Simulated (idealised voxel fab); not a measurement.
The process module presented herein is designated voxel released beams.
The cross-section shown here is cut; it is 260 nm wide and divided into square cells measuring 5 nm on a side.
A cross-section in this document is a grid of square cells, and it is written down as bands, the top band listed before the ones below it; a band is made up of one or more rows of cells. The entry gives the band's vertical extent as a top height and a bottom height in nm, then its horizontal make-up as materials from left to right, each with a width in nm. "empty" stands for empty space; a single material marked "throughout" fills the band edge to edge. All heights in this document are referenced to 0, defined as the level beneath which the wafer, as received, consists entirely of one material. The lowest band is not bounded below; it extends indefinitely downward and is written in the form "top 0, no bottom". A two-number width, for instance "30..40", indicates that the width is equal to the first number in the top row of the band and to the second number in the bottom row, and that it changes by a constant amount per row of cells. Key: "remained the same" - step with no changed cell in the cross-section. Any empty space of 8 cells or more lacking an open way to the top shows up in "Enclosed cavities" as width x height at distance, distance from the left edge, in nm. It should be noted that, on the line of a given step, the content following the step's settings is a remark produced by the simulator itself with respect to that step. If you see "overlay nm" on a step's line and that step has a mask, it's telling you how far right of where it was planned the mask ended up; a negative number means it went left instead.
The steps planned for the process are as follows:
1: op RECEIVE | material Si
2: op CONFORMAL_DEP | material Al2O3 | thk nm 5
3: op DIRECTIONAL_DEP | material SiO2 | thk nm 10
4: op MASKED_ETCH | tone open | mask id ANCHOR | width nm 45 | etch materials SiO2 | depth nm 10 | overlay nm 0
5: op CONFORMAL_DEP | material polySi | thk nm 15
6: op PATTERN | tone cover | mask id BEAM | material resist | width nm 130 | thk nm 20 | overlay nm 0
7: op DIRECTIONAL_ETCH | etch materials polySi | depth nm 15
8: op STRIP | etch materials resist
9: op STRIP | etch materials SiO2
first wafer, as planned:
as received, after step 1:
- top 0, no bottom: Si throughout
- Enclosed cavities: none
Wafer section view after processing step 2:
- top 5, bottom 0: Al2O3 throughout
- Everything under 0 stays put, no change at all.
Wafer section view after processing step 3:
- top 15, bottom 5: SiO2 throughout
- Everything under 5 stays put, no change at all.
Wafer section view after processing step 4:
- top 15, bottom 5: SiO2 65, empty 45, SiO2 150
- Everything under 5 stays put, no change at all.
Wafer section view after processing step 5:
- top 30, bottom 20: polySi 80, empty 15, polySi 165
- top 20, bottom 15: polySi throughout
- top 15, bottom 5: SiO2 65, polySi 45, SiO2 150
- Everything under 5 stays put, no change at all.
Wafer section view after processing step 6:
- top 50, bottom 30: empty 60, resist 130, empty 70
- top 30, bottom 20: polySi 80, resist 15, polySi 165
- Everything under 20 stays put, no change at all.
Wafer section view after processing step 7:
- top 50, bottom 30: empty 60, resist 130, empty 70
- top 30, bottom 20: empty 60, polySi 20, resist 15, polySi 95, empty 70
- top 20, bottom 15: empty 60, polySi 130, empty 70
- Everything under 15 stays put, no change at all.
Wafer section view after processing step 8:
- top 30, bottom 20: empty 60, polySi 20, empty 15, polySi 95, empty 70
- Everything under 20 stays put, no change at all.
Wafer section view after processing step 9:
- top 30, bottom 20: empty 60, polySi 20, empty 15, polySi 95, empty 70
- top 20, bottom 15: empty 60, polySi 130, empty 70
- top 15, bottom 5: empty 65, polySi 45, empty 150
- Everything under 5 stays put, no change at all.
For the second wafer, take the first wafer's start and plan, then add one mistake made in running it; everything through step 1, that step included, is shared with the first:
Cross-section of the second wafer when, according to plan, step 2 should have finished:
- top 5, bottom 0: SiO2 throughout
- Everything under 0 stays put, no change at all.
Cross-section of the second wafer when, according to plan, step 3 should have finished:
- top 15, bottom 0: SiO2 throughout
- Everything under 0 stays put, no change at all.
Cross-section of the second wafer when, according to plan, step 4 should have finished:
- top 15, bottom 5: SiO2 65, empty 45, SiO2 150
- Everything under 5 stays put, no change at all.
Cross-section of the second wafer when, according to plan, step 5 should have finished:
- top 30, bottom 20: polySi 80, empty 15, polySi 165
- top 20, bottom 15: polySi throughout
- top 15, bottom 5: SiO2 65, polySi 45, SiO2 150
- Everything under 5 stays put, no change at all.
Cross-section of the second wafer when, according to plan, step 6 should have finished:
- top 50, bottom 30: empty 60, resist 130, empty 70
- top 30, bottom 20: polySi 80, resist 15, polySi 165
- Everything under 20 stays put, no change at all.
Cross-section of the second wafer when, according to plan, step 7 should have finished:
- top 50, bottom 30: empty 60, resist 130, empty 70
- top 30, bottom 20: empty 60, polySi 20, resist 15, polySi 95, empty 70
- top 20, bottom 15: empty 60, polySi 130, empty 70
- Everything under 15 stays put, no change at all.
Cross-section of the second wafer when, according to plan, step 8 should have finished:
- top 30, bottom 20: empty 60, polySi 20, empty 15, polySi 95, empty 70
- Everything under 20 stays put, no change at all.
Cross-section of the second wafer when, according to plan, step 9 should have finished:
- top 0, no bottom: Si throughout
Short version of what went wrong: step 2 did not use the planned setting and instead ran as op CONFORMAL_DEP | material SiO2 | thk nm 5
The closing comparison, in cells, has the second wafer with more or fewer of some materials than the first: 52 fewer of Al2O3, 90 fewer of polySi
